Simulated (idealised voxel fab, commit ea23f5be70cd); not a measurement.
You're looking at the process module voxel released beams.
In the cross-section labelled cut, the width is 160 nm and each square cell is 5 nm.
Cross-section = grid of square cells, listed top down in bands; band = one or more rows.
Each band's line starts with the height of the band's top and of its bottom, in nm. Then come its materials from left to right, each with its width in nm. One material with "everywhere" fills the band from edge to edge. "empty" is empty space.
Measure heights from 0. That's the level where, below it, the as-received wafer is all one material. The lowest band is bottomless and extends downward; write it as in "0 and below".
A two-number width, for instance "30..40", indicates that the width is equal to the first number in the top row of the band and to the second number in the bottom row, and that it changes by a constant amount per row of cells.
Where a step carries "nothing different", the cross-section came out of it unchanged, cell for cell.
Any empty space of 8 cells or more lacking an open way to the top shows up in "Non-vented voids" as width x height at distance, distance from the left edge, in nm.
Formally, on a step line, whatever follows the settings is a remark that the simulator itself makes on the step.
overlay nm: step with mask; distance mask lay right of planned place; negative value = left of planned place.
# Process steps - plan
- 1: RECEIVE, material Si
- 2: CONFORMAL_DEP, material Al2O3, thk nm 10
- 3: DIRECTIONAL_DEP, material SiO2, thk nm 20
- 4: PATTERN, tone open, mask id ANCHOR, material resist, width nm 20, thk nm 15, overlay nm 0
- 5: DIRECTIONAL_ETCH, etch materials SiO2, depth nm 20
- 6: STRIP, etch materials resist
- 7: CONFORMAL_DEP, material SiN, thk nm 10
- 8: PATTERN, tone cover, mask id BEAM, material resist, width nm 115, thk nm 20, overlay nm 0
- 9: DIRECTIONAL_ETCH, etch materials SiN, depth nm 10
- 10: STRIP, etch materials resist
- 11: STRIP, etch materials SiO2
The width nm used in step 4 is not the same on every wafer, whereas the starting condition is; the value printed in the plan is the first wafer's.
# Received condition of the first of several wafers, sectioned: post-step 1
* 0 and below  Si everywhere
* Non-vented voids: none
# Cross-sectional representation of the first of several wafers at the end of the module, i.e. after its terminal step, step 11
* 40 down to 30  20 empty, 115 SiN, 25 empty
* 30 down to 10  30 empty, 20 SiN, 110 empty
* 10 down to 0  Al2O3 everywhere
* 0 and below  Si everywhere
* Non-vented voids: none
# Module end, final wafer: cross-section
* 40 down to 30  20 empty, 10 SiN, 25 empty, 80 SiN, 25 empty
* 30 down to 20  20 empty, 10 SiN, 25 empty, 10 SiN, 95 empty
* 20 down to 10  20 empty, 45 SiN, 95 empty
* 10 down to 0  Al2O3 everywhere
* 0 and below  Si everywhere
* Non-vented voids: none
# What follows is a table in which each wafer occupies a row; for the wafer as it stands at the close of the module, the row states, material by material, how many cells have been gained (+) or lost (-) since receipt, and then gives its closed voids
width nm 20; +64 Al2O3; +62 SiN; Non-vented voids: none
width nm 25; +64 Al2O3; +62 SiN; Non-vented voids: none
width nm 30; +64 Al2O3; +62 SiN; Non-vented voids: none
width nm 35; +64 Al2O3; +62 SiN; Non-vented voids: none
width nm 40; +64 Al2O3; +62 SiN; Non-vented voids: none
width nm 45; +64 Al2O3; +62 SiN; Non-vented voids: none
